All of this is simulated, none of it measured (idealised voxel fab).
Process module, titled voxel released beams
This is section cut - it's 145 nm across, gridded in 5 nm square cells.
A cross-section is written here as square cells arranged in a grid, and it is given in bands from the top down, each band taking up one or more rows of cells.
Each band's line starts with the height of the band's top and of its bottom, in nm. Then come its materials from left to right, each with its width in nm. One material with "all across" fills the band from edge to edge. "air" is empty space.
Height reference: 0 = level under which incoming wafer is all one material. Lowest band: no bottom, runs on downward, e.g. "0 -> down".
You'd read "30..40" like this: the band's top row of cells is as wide as the first number, its bottom row is as wide as the second, and going down, every row changes width by the same amount as the row before did.
It should be understood that the words "remains unaltered", when stated for a given step, signify that the cross-section underwent no change in any of its cells during that step.
"Fully closed voids" contains a list of empty spaces, each no smaller than 8 cells and without an open way to the top, written in the form width x height at distance with the distance from the left edge and all three in nm.
Read whatever lies past the settings on a step's line as the simulator's own remark about the step.
overlay nm: for a step with a mask, the amount by which the mask lay right of where it was planned; a negative amount means left of it.
# plan
step 1: RECEIVE [material Si]
step 2: CONFORMAL_DEP [material Al2O3] [thk nm 5]
step 3: DIRECTIONAL_DEP [material SiO2] [thk nm 15]
step 4: PATTERN [tone open] [mask id ANCHOR] [material resist] [width nm 45] [thk nm 15] [overlay nm 0]
step 5: DIRECTIONAL_ETCH [etch materials SiO2] [depth nm 15]
step 6: STRIP [etch materials resist]
step 7: CONFORMAL_DEP [material W] [thk nm 15]
step 8: MASKED_ETCH [tone cover] [mask id BEAM] [width nm 95] [etch materials W] [depth nm 15] [overlay nm 0]
step 9: STRIP [etch materials SiO2]
# Wafer as received: cross-section following step 1
0 -> down: Si all across
Fully closed voids: none
# Run as planned - first of the two wafers cross-sectioned at the end of the module
35 -> 20: air=20 | W=20 | air=15 | W=60 | air=30
20 -> 5: air=25 | W=45 | air=75
5 -> 0: Al2O3 all across
0 -> down: Si all across
Fully closed voids: none
# Here is the second of the two wafers cut open at the end of the module - same start, same plan as the first one, but we made one mistake running it
20 -> 5: air=25 | W=15 | air=15 | W=15 | air=75
5 -> 0: Al2O3 all across
0 -> down: Si all across
Fully closed voids: none
Run error: step 8: run off-plan, actual operation and settings MASKED_ETCH [tone open] [mask id BEAM] [width nm 95] [etch materials W] [depth nm 15] [overlay nm 0]
Materials where the second wafer ends with more or fewer cells than the first: W: 57 fewer
